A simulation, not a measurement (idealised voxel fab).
Process module under the name voxel air gaps
Cross-section cut spans 210 nm and uses square cells 5 nm in size.
In this document a cross-section is written as a grid of square cells. It is given as a series of bands, listed from the top down, and a band is one or more rows of cells. Top height, bottom height, nm. Materials left to right, width each, nm. Single material + "throughout" = fills band edge to edge. "air" = empty. Heights are expressed relative to 0, this being the level below which the as-received wafer comprises one material exclusively. The lowest band is unbounded in the downward direction and is denoted as in "0 down". Width: "30..40" (first number = top row, second number = bottom row, same change from row to row of cells). Reading "all unchanged" for a step: not a cell of the cross-section changed in it. Basically, "Enclosed void inventory" tells you about the enclosed voids: empty spaces with no open way to the top, 8 cells or bigger, each written width x height at distance, where distance is from the left edge, all in nm. after a step's settings: what the simulator itself notes on the step. When a step includes a mask, the "overlay nm" setting on its line states how far to the right of its planned place that mask lay, and negative values state how far to the left.
### These are the steps we planned for the process
- 1: op RECEIVE | material Si
- 2: op CONFORMAL_DEP | material SiO2 | thk nm 10
- 3: op CONFORMAL_DEP | material SiN | thk nm 5
- 4: op DIRECTIONAL_DEP | material lowk | thk nm 35
- 5: op DIRECTIONAL_DEP | material aC | thk nm 15
- 6: op PATTERN | tone open | mask id LINES | material resist | width nm 15 | pitch nm 45 | thk nm 30 | overlay nm 0
- 7: op DIRECTIONAL_ETCH | etch materials aC | depth nm 15
- 8: op STRIP | etch materials resist
- 9: op DIRECTIONAL_ETCH | etch materials lowk | depth nm 35
- 10: op STRIP | etch materials aC
- 11: op CONFORMAL_DEP | material TiN | thk nm 5
- 12: op FILL_DEP | material Ru | thk nm 5
- 13: op CMP | height nm 50
- 14: op EPI | material Ru | thk nm 10
- 15: op SELECTIVE_ETCH | etch materials lowk | depth nm 45
- 16: op CONFORMAL_DEP | material SiCN | thk nm 5
### Wafer at receipt (post step 1), cross-section
    0 down  Si throughout
    Enclosed void inventory: none
### Post-module cross-section: identical start and plan to those above, one misstep in execution
    65 to 60  15 air; 180 SiCN; 15 air
    60 to 50  15 air; 5 SiCN; 35 Ru; 10 SiCN; 35 Ru; 10 SiCN; 35 Ru; 10 SiCN; 35 Ru; 5 SiCN; 15 air
    50 to 45  15 air; 15 SiCN; 5 TiN; 5 Ru; 5 TiN; 30 SiCN; 5 TiN; 5 Ru; 5 TiN; 30 SiCN; 5 TiN; 5 Ru; 5 TiN; 30 SiCN; 5 TiN; 5 Ru; 5 TiN; 15 SiCN; 15 air
    45 to 20  25 air; 5 SiCN; 5 TiN; 5 Ru; 5 TiN; 5 SiCN; 20 air; 5 SiCN; 5 TiN; 5 Ru; 5 TiN; 5 SiCN; 20 air; 5 SiCN; 5 TiN; 5 Ru; 5 TiN; 5 SiCN; 20 air; 5 SiCN; 5 TiN; 5 Ru; 5 TiN; 5 SiCN; 25 air
    20 to 15  30 SiCN; 15 TiN; 30 SiCN; 15 TiN; 30 SiCN; 15 TiN; 30 SiCN; 15 TiN; 30 SiCN
    15 to 5  SiO2 throughout
    5 to 0  SiN throughout
    0 down  Si throughout
    Enclosed void inventory: 20 x 25 at 50; 20 x 25 at 95; 20 x 25 at 140
Heads up, the wafer didn't run the way we planned it: steps 2 and 3 were swapped
